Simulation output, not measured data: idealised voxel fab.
Herein follows the process module entitled voxel capacitor over wiring.
Each square cell in cross-section cut measures 5 nm, and the section as a whole is 275 nm wide.
Reading order for cross-sections: top band down to bottom band. Underlying form: a grid of square cells. Band size: one or more rows of cells.
Each band's line starts with the height of the band's top and of its bottom, in nm. Then come its materials from left to right, each with its width in nm. One material with "all across" fills the band from edge to edge. "empty" is empty space.
The level at which height equals 0 is the one under which the wafer, as it arrives, is entirely one material. No lower edge exists for the bottom band, which continues downward and is notated as in "from 0 down".
When a width is written as two numbers, as in "30->40", the first number is the width in the top row of cells of the band and the second is the width in its bottom row, and the width changes by the same amount from each row to the next.
For the purposes of this document, the phrase "no change occurred" attached to a step denotes that no cell within the cross-section was modified by that step.
You'll see "Unvented internal voids" listing empty spaces that have no way open to the top, as long as they're 8 cells or more; the notation is width x height at distance, where the distance is from the left edge, and all of it is in nm.
Note: text after step settings on the step line = simulator remark on that step.
"overlay nm", when on a step's line for a step with a mask, measures how far to the right of its planned place the mask lay; a negative measure means to the left.

The steps planned for the process are as follows
1: RECEIVE [material Si]
2: CONFORMAL_DEP [material SiO2] [thk nm 10]
3: DIRECTIONAL_DEP [material TiN] [thk nm 5]
4: DIRECTIONAL_DEP [material Ru] [thk nm 15]
5: DIRECTIONAL_DEP [material aC] [thk nm 10]
6: PATTERN [tone cover] [mask id METAL_1] [material resist] [width nm 25] [pitch nm 85] [thk nm 30] [overlay nm 0]
7: DIRECTIONAL_ETCH [etch materials aC] [depth nm 10]
8: STRIP [etch materials resist]
9: DIRECTIONAL_ETCH [etch materials Ru] [depth nm 15]
10: DIRECTIONAL_ETCH [etch materials TiN] [depth nm 5]
11: STRIP [etch materials aC]
12: CONFORMAL_DEP [material SiN] [thk nm 5]
13: FILL_DEP [material lowk] [thk nm 5]
14: CMP [height nm 30]
15: CONFORMAL_DEP [material SiCN] [thk nm 5]
16: DIRECTIONAL_DEP [material lowk] [thk nm 20]
17: PATTERN [tone open] [mask id PLUG_1] [material resist] [width nm 15] [thk nm 15] [overlay nm 0]
18: DIRECTIONAL_ETCH [etch materials lowk] [depth nm 20]
19: DIRECTIONAL_ETCH [etch materials SiCN] [depth nm 5]
20: STRIP [etch materials resist]
21: EPI [material Ru] [thk nm 10]
22: EPI [material Ru] [thk nm 10]
23: EPI [material Ru] [thk nm 5]
24: DIRECTIONAL_DEP [material TiN] [thk nm 5]
25: DIRECTIONAL_DEP [material Al2O3] [thk nm 5]
26: DIRECTIONAL_DEP [material TiN] [thk nm 5]
27: PATTERN [tone cover] [mask id UPPER_PLATE] [material resist] [width nm 65] [thk nm 20] [overlay nm 0]
28: DIRECTIONAL_ETCH [etch materials TiN] [depth nm 5]
29: DIRECTIONAL_ETCH [etch materials Al2O3] [depth nm 5]
30: STRIP [etch materials resist]
31: PATTERN [tone cover] [mask id LOWER_PLATE] [material resist] [width nm 75] [thk nm 20] [overlay nm 0]
32: DIRECTIONAL_ETCH [etch materials TiN] [depth nm 5]
33: STRIP [etch materials resist]
34: FILL_DEP [material SiO2] [thk nm 20]
35: CMP [height nm 85]
36: PATTERN [tone open] [mask id PLUG_2] [material resist] [width nm 15] [thk nm 20] [overlay nm 0]
37: DIRECTIONAL_ETCH [etch materials SiO2] [depth nm 15]
38: STRIP [etch materials resist]
39: CONFORMAL_DEP [material TiN] [thk nm 5]
40: FILL_DEP [material W] [thk nm 5]
41: CMP [height nm 85]
42: CONFORMAL_DEP [material SiCN] [thk nm 5]

Cross-section of the wafer upon arrival, representing the state reached after step 1
    from 0 down = Si all across
    Unvented internal voids: none

Final wafer profile in cross-section after the module, from the same start and plan as above, with one mistake made during processing
    from 90 to 85 = SiCN all across
    from 85 to 75 = 100->90 nm SiO2  15->25 nm TiN  160 nm SiO2
    from 75 to 70 = 90 nm SiO2  25 nm Al2O3  160 nm SiO2
    from 70 to 65 = 85 nm SiO2  70 nm TiN  120 nm SiO2
    from 65 to 60 = 80 nm SiO2  35 nm Ru  40 nm Al2O3  120 nm SiO2
    from 60 to 55 = 80 nm SiO2  35 nm Ru  45 nm TiN  115 nm SiO2
    from 55 to 35 = 90 nm lowk  15 nm Ru  170 nm lowk
    from 35 to 30 = 90 nm SiCN  15 nm Ru  170 nm SiCN
    from 30 to 15 = 75 nm lowk  5 nm SiN  25 nm Ru  5 nm SiN  50 nm lowk  5 nm SiN  25 nm Ru  5 nm SiN  80 nm lowk
    from 15 to 10 = 80 nm SiN  25 nm TiN  60 nm SiN  25 nm TiN  85 nm SiN
    from 10 to 0 = SiO2 all across
    from 0 down = Si all across
    Unvented internal voids: none
The mistake made against the process plan was this: run twice: one of 21 and 22 (all identical), which one unknown
